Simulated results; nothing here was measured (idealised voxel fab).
The process module that follows is named voxel fin reveal.
Section shown: cut. Width: 245 nm. Cell size: 5 nm, square.
Cross-section layout: square cells on a grid; listed as bands, top to bottom; a band spans one or more cell rows. Basically the band line says how high the top is and how high the bottom is, in nm, and then what's in it from left to right, every material with its width in nm. Empty space shows up as "air", and if a single material carries "throughout" it runs the full band edge to edge. The level at which height equals 0 is the one under which the wafer, as it arrives, is entirely one material. No lower edge exists for the bottom band, which continues downward and is notated as in "0 -> down". A width such as "30..40" changes by the same amount from each row of cells to the next, from the band's top row to its bottom row. Key: "nothing got changed" - step with no changed cell in the cross-section. In "Sealed cavities" the enclosed voids are listed, meaning empty spaces of 8 cells or larger without any opening to the top. The form is width x height at distance, distance from the left edge, units nm. Where a step's line continues beyond its settings, the continuation is a remark by the simulator itself on that step. Steps that use a mask can have "overlay nm" on their line. It says how far the mask sat to the right of where it was meant to be. Negative means to the left.

-- Set out below are the planned steps of the process
1: RECEIVE | material Si
2: CONFORMAL_DEP | material SiN | thk nm 5
3: PATTERN | tone cover | mask id FINS | material resist | width nm 15 | pitch nm 35 | thk nm 20 | overlay nm 0
4: DIRECTIONAL_ETCH | etch materials SiN | depth nm 5
5: DIRECTIONAL_ETCH | etch materials Si | depth nm 40
6: STRIP | etch materials resist
7: OXIDIZE | depth nm 5
8: FILL_DEP | material SiO2 | thk nm 15
9: CMP | height nm 5
10: SELECTIVE_ETCH | etch materials SiO2 | depth nm 20
11: STRIP | etch materials SiN
The wafers are alike at the start. At step 2, their thk nm differs. The plan lists the first wafer's value.

-- Here's the first of the wafers in cross-section, just as we got it, i.e. after step 1
	0 -> down = Si throughout
	Sealed cavities: none

-- Heads up, this table goes wafer by wafer. A row tells you, at the end of the module, how many cells of each material that wafer has put on (+) or dropped (-) since it was received, and then its closed voids
thk nm 5, -414 Si, +276 SiO2, Sealed cavities: none
thk nm 10, none of the cross-section cells changed, Sealed cavities: none
thk nm 15, none of the cross-section cells changed, Sealed cavities: none
thk nm 20, none of the cross-section cells changed, Sealed cavities: none
